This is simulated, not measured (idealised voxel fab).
voxel self aligned vias: a process module
The width of the displayed cross-section, cut, is 300 nm; its cells are square, with a size of 5 nm.
Think of the cross-section as a grid of square cells. We describe it in bands, top to bottom, and each band covers one or more rows of those cells. Top height, bottom height, nm. Materials left to right, width each, nm. Single material + "edge to edge" = fills band edge to edge. "air" = empty. Heights are measured from 0, the level below which the as-received wafer is all one material; the lowest band has no bottom and continues downward, written as in "0 and below". You'd read "30 to 40" like this: the band's top row of cells is as wide as the first number, its bottom row is as wide as the second, and going down, every row changes width by the same amount as the row before did. "no alteration" for a step: no cell of the cross-section changed in that step. "Enclosed void entries" lists enclosed empty spaces (at least 8 cells, no open path upward to the top), each as width x height at distance from the left edge, in nm. If you see something after the settings on a step's line, that's the simulator's own remark about that step. overlay nm: step with mask; distance mask lay right of planned place; negative value = left of planned place.

Process steps foreseen in the plan
1 RECEIVE, material Si
2 CONFORMAL_DEP, material SiO2, thk nm 10
3 CONFORMAL_DEP, material SiCN, thk nm 5
4 DIRECTIONAL_DEP, material lowk, thk nm 20
5 DIRECTIONAL_DEP, material aC, thk nm 10
6 PATTERN, tone open, mask id LINES, material resist, width nm 20, pitch nm 70, thk nm 30, overlay nm 0
7 DIRECTIONAL_ETCH, etch materials aC, depth nm 10
8 STRIP, etch materials resist
9 DIRECTIONAL_ETCH, etch materials lowk, depth nm 20
10 STRIP, etch materials aC
11 CONFORMAL_DEP, material TiN, thk nm 5
12 FILL_DEP, material W, thk nm 10
13 CMP, height nm 35
14 SELECTIVE_ETCH, etch materials W Ru TiN, depth nm 5
15 FILL_DEP, material SiN, thk nm 5
16 CMP, height nm 35
17 DIRECTIONAL_DEP, material lowk, thk nm 20
18 PATTERN, tone open, mask id VIAS, material resist, width nm 40, thk nm 20, overlay nm 0
19 DIRECTIONAL_ETCH, etch materials lowk, depth nm 20
20 DIRECTIONAL_ETCH, etch materials SiN, depth nm 5
21 STRIP, etch materials resist
22 CONFORMAL_DEP, material TiN, thk nm 5
23 FILL_DEP, material W, thk nm 10
24 CMP, height nm 55
25 CONFORMAL_DEP, material SiN, thk nm 5

Cross-section of the wafer as it came to us, i.e., already through step 1
- 0 and below  Si edge to edge
- Enclosed void entries: none

first wafer at the end, as planned
- 60 down to 55  SiN edge to edge
- 55 down to 40  95 lowk, then 5 TiN, then 30 W, then 5 TiN, then 165 lowk
- 40 down to 35  95 lowk, then 15 TiN, then 10 W, then 15 TiN, then 165 lowk
- 35 down to 30  105 lowk, then 20 TiN, then 50 lowk, then 20 SiN, then 105 lowk
- 30 down to 20  105 lowk, then 5 TiN, then 10 W, then 5 TiN, then 50 lowk, then 5 TiN, then 10 W, then 5 TiN, then 105 lowk
- 20 down to 15  105 lowk, then 20 TiN, then 50 lowk, then 20 TiN, then 105 lowk
- 15 down to 10  SiCN edge to edge
- 10 down to 0  SiO2 edge to edge
- 0 and below  Si edge to edge
- Enclosed void entries: none

Cross-section, wafer two of two, end of module: same start and plan as wafer one, one error in execution
- 60 down to 55  SiN edge to edge
- 55 down to 40  95 lowk, then 5 TiN, then 30 W, then 5 TiN, then 165 lowk
- 40 down to 35  95 lowk, then 40 TiN, then 165 lowk
- 35 down to 30  105 lowk, then 20 W, then 50 lowk, then 20 W, then 105 lowk
- 30 down to 20  105 lowk, then 5 TiN, then 10 W, then 5 TiN, then 50 lowk, then 5 TiN, then 10 W, then 5 TiN, then 105 lowk
- 20 down to 15  105 lowk, then 20 TiN, then 50 lowk, then 20 TiN, then 105 lowk
- 15 down to 10  SiCN edge to edge
- 10 down to 0  SiO2 edge to edge
- 0 and below  Si edge to edge
- Enclosed void entries: none
Want to know what went wrong? off-plan run, step 15, actual operation and settings FILL_DEP, material W, thk nm 5
The second wafer ends with more or fewer cells of some materials than the first, per final count: SiN: 4 fewer | TiN: 2 fewer | W: 6 more
